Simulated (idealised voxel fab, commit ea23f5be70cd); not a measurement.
Process module, titled voxel transistor to metal
Shown is cross-section cut, with a width of 185 nm and square cells of size 5 nm.
A cross-section is a grid of square cells, given in bands from the top down. A band is one or more rows of cells.
Heights first: top, then bottom, in nm. Then materials, left to right, each with a width in nm. "throughout" on a single material: fills the band edge to edge. "air": empty space.
Note: height 0 marks the level under which the wafer is uniformly one material as received. Lowest band unbounded below, written "from 0 down".
Think of "30..40" as a width that walks from the first number to the second as you go down the band, top row to bottom row, taking equal-sized steps from row to row.
"same as before" (step): cross-section cells unchanged, all of them.
What "Sealed internal voids" gives you is every empty space of 8 cells or more that is cut off from the top. Each appears as width x height at distance, with the distance taken from the left edge and width, height and distance all in nm.
Post-settings text on a step line: simulator's own remark regarding the step.
overlay nm: for a step with a mask, the amount by which the mask lay right of where it was planned; a negative amount means left of it.
[Process steps (planned)]
1. RECEIVE [material Si]
2. CONFORMAL_DEP [material SiO2] [thk nm 5]
3. CONFORMAL_DEP [material SiN] [thk nm 10]
4. MASKED_ETCH [tone cover] [mask id ACTIVE] [width nm 105] [etch materials SiN] [depth nm 10] [overlay nm 0]
5. MASKED_ETCH [tone cover] [mask id ACTIVE] [width nm 105] [etch materials SiO2] [depth nm 5] [overlay nm -15]
6. MASKED_ETCH [tone cover] [mask id ACTIVE] [width nm 105] [etch materials Si] [depth nm 20] [overlay nm 0]
7. OXIDIZE [depth nm 5]
8. FILL_DEP [material SiO2] [thk nm 5]
9. CMP [height nm 15]
10. SELECTIVE_ETCH [etch materials SiO2] [depth nm 10]
11. STRIP [etch materials SiN]
12. SELECTIVE_ETCH [etch materials SiO2] [depth nm 5]
13. OXIDIZE [depth nm 5]
14. DIRECTIONAL_DEP [material polySi] [thk nm 25]
15. DIRECTIONAL_DEP [material SiCN] [thk nm 15]
16. DIRECTIONAL_DEP [material aC] [thk nm 10]
17. PATTERN [tone cover] [mask id GATE] [material resist] [width nm 15] [thk nm 30] [overlay nm 0]
18. DIRECTIONAL_ETCH [etch materials aC] [depth nm 10]
19. STRIP [etch materials resist]
20. DIRECTIONAL_ETCH [etch materials SiCN] [depth nm 25]
21. DIRECTIONAL_ETCH [etch materials polySi] [depth nm 35]
22. STRIP [etch materials aC]
23. CONFORMAL_DEP [material SiO2] [thk nm 5]
24. DIRECTIONAL_ETCH [etch materials SiO2] [depth nm 5]
25. CONFORMAL_DEP [material SiN] [thk nm 5]
26. DIRECTIONAL_ETCH [etch materials SiN] [depth nm 5]
27. DIRECTIONAL_ETCH [etch materials SiO2] [depth nm 5]
28. DIRECTIONAL_ETCH [etch materials Si] [depth nm 5]
29. EPI [material pSi] [thk nm 10]
30. FILL_DEP [material SiO2] [thk nm 10]
31. CMP [height nm 40]
32. DIRECTIONAL_DEP [material SiO2] [thk nm 10]
33. PATTERN [tone open] [mask id CONTACT] [material resist] [width nm 20] [pitch nm 75] [thk nm 15] [overlay nm 0]
34. DIRECTIONAL_ETCH [etch materials SiO2] [depth nm 50]
35. STRIP [etch materials resist]
36. CONFORMAL_DEP [material TiN] [thk nm 5]
37. FILL_DEP [material W] [thk nm 10]
38. CMP [height nm 50]
39. DIRECTIONAL_DEP [material TiN] [thk nm 5]
40. DIRECTIONAL_DEP [material Ru] [thk nm 25]
41. DIRECTIONAL_DEP [material aC] [thk nm 10]
42. PATTERN [tone cover] [mask id METAL_1] [material resist] [width nm 20] [pitch nm 75] [thk nm 30] [overlay nm 0]
43. DIRECTIONAL_ETCH [etch materials aC] [depth nm 10]
44. STRIP [etch materials resist]
45. DIRECTIONAL_ETCH [etch materials Ru] [depth nm 25]
46. DIRECTIONAL_ETCH [etch materials TiN] [depth nm 5]
47. STRIP [etch materials aC]
48. CONFORMAL_DEP [material SiN] [thk nm 5]
49. FILL_DEP [material lowk] [thk nm 5]
50. CMP [height nm 80]
51. CONFORMAL_DEP [material SiCN] [thk nm 5]
It is noted that the wafers described herein are identical at the outset and are distinguished by the overlay nm of step 5; the value stated in the plan corresponds to the first wafer.
[The first of several wafers in cross-section, exactly as it reached us after step 1]
> from 0 down | Si throughout
> Sealed internal voids: none
[End of the module, past its last step, step 51: how the first of several wafers looks in cross-section]
> from 85 to 80 | SiCN throughout
> from 80 to 55 | lowk 40 nm; SiN 5 nm; Ru 20 nm; SiN 5 nm; lowk 45 nm; SiN 5 nm; Ru 20 nm; SiN 5 nm; lowk 40 nm
> from 55 to 50 | SiN 45 nm; TiN 20 nm; SiN 55 nm; TiN 20 nm; SiN 45 nm
> from 50 to 40 | SiO2 45 nm; TiN 5 nm; W 10 nm; TiN 5 nm; SiO2 55 nm; TiN 5 nm; W 10 nm; TiN 5 nm; SiO2 45 nm
> from 40 to 25 | SiO2 45 nm; TiN 5 nm; W 10 nm; TiN 5 nm; SiO2 10 nm; SiN 5 nm; SiO2 5 nm; SiCN 15 nm; SiO2 5 nm; SiN 5 nm; SiO2 10 nm; TiN 5 nm; W 10 nm; TiN 5 nm; SiO2 45 nm
> from 25 to 5 | SiO2 45 nm; TiN 5 nm; W 10 nm; TiN 5 nm; SiO2 10 nm; SiN 5 nm; SiO2 5 nm; polySi 15 nm; SiO2 5 nm; SiN 5 nm; SiO2 10 nm; TiN 5 nm; W 10 nm; TiN 5 nm; SiO2 45 nm
> from 5 to 0 | SiO2 45 nm; TiN 20 nm; pSi 10 nm; SiN 5 nm; SiO2 5 nm; polySi 15 nm; SiO2 5 nm; SiN 5 nm; pSi 10 nm; TiN 20 nm; SiO2 45 nm
> from 0 to -5 | SiO2 25 nm; pSi 50 nm; SiO2 35 nm; pSi 35 nm; SiO2 40 nm
> from -5 to -10 | SiO2 30 nm; pSi 45 nm; Si 35 nm; pSi 30 nm; SiO2 45 nm
> from -10 to -25 | SiO2 30 nm; Si 110 nm; SiO2 45 nm
> from -25 down | Si throughout
> Sealed internal voids: none
[A cross-section through the last wafer at the close of the module]
> from 85 to 80 | SiCN throughout
> from 80 to 55 | lowk 40 nm; SiN 5 nm; Ru 20 nm; SiN 5 nm; lowk 45 nm; SiN 5 nm; Ru 20 nm; SiN 5 nm; lowk 40 nm
> from 55 to 50 | SiN 45 nm; TiN 20 nm; SiN 55 nm; TiN 20 nm; SiN 45 nm
> from 50 to 40 | SiO2 45 nm; TiN 5 nm; W 10 nm; TiN 5 nm; SiO2 55 nm; TiN 5 nm; W 10 nm; TiN 5 nm; SiO2 45 nm
> from 40 to 25 | SiO2 45 nm; TiN 5 nm; W 10 nm; TiN 5 nm; SiO2 10 nm; SiN 5 nm; SiO2 5 nm; SiCN 15 nm; SiO2 5 nm; SiN 5 nm; SiO2 10 nm; TiN 5 nm; W 10 nm; TiN 5 nm; SiO2 45 nm
> from 25 to 5 | SiO2 45 nm; TiN 5 nm; W 10 nm; TiN 5 nm; SiO2 10 nm; SiN 5 nm; SiO2 5 nm; polySi 15 nm; SiO2 5 nm; SiN 5 nm; SiO2 10 nm; TiN 5 nm; W 10 nm; TiN 5 nm; SiO2 45 nm
> from 5 to 0 | SiO2 45 nm; TiN 20 nm; pSi 10 nm; SiN 5 nm; SiO2 5 nm; polySi 15 nm; SiO2 5 nm; SiN 5 nm; pSi 10 nm; TiN 20 nm; SiO2 45 nm
> from 0 to -5 | SiO2 40 nm; pSi 35 nm; SiO2 35 nm; pSi 50 nm; SiO2 25 nm
> from -5 to -10 | SiO2 45 nm; pSi 30 nm; Si 35 nm; pSi 45 nm; SiO2 30 nm
> from -10 to -25 | SiO2 45 nm; Si 110 nm; SiO2 30 nm
> from -25 down | Si throughout
> Sealed internal voids: none
[End of module, by wafer: material-by-material cell gain (+) or loss (-) since receipt, then closed voids]
overlay nm -15; +40 Ru; -112 Si; +46 SiCN; +65 SiN; +326 SiO2; +52 TiN; +36 W; +125 lowk; +36 pSi; +15 polySi; Sealed internal voids: none
overlay nm -10; +40 Ru; -115 Si; +46 SiCN; +65 SiN; +331 SiO2; +52 TiN; +36 W; +125 lowk; +34 pSi; +15 polySi; Sealed internal voids: none
overlay nm -5; +40 Ru; -118 Si; +46 SiCN; +65 SiN; +336 SiO2; +52 TiN; +36 W; +125 lowk; +32 pSi; +15 polySi; Sealed internal voids: none
overlay nm 0; +40 Ru; -121 Si; +46 SiCN; +65 SiN; +341 SiO2; +52 TiN; +36 W; +125 lowk; +30 pSi; +15 polySi; Sealed internal voids: none
overlay nm 5; +40 Ru; -118 Si; +46 SiCN; +65 SiN; +336 SiO2; +52 TiN; +36 W; +125 lowk; +32 pSi; +15 polySi; Sealed internal voids: none
overlay nm 10; +40 Ru; -115 Si; +46 SiCN; +65 SiN; +331 SiO2; +52 TiN; +36 W; +125 lowk; +34 pSi; +15 polySi; Sealed internal voids: none
overlay nm 15; +40 Ru; -112 Si; +46 SiCN; +65 SiN; +326 SiO2; +52 TiN; +36 W; +125 lowk; +36 pSi; +15 polySi; Sealed internal voids: none
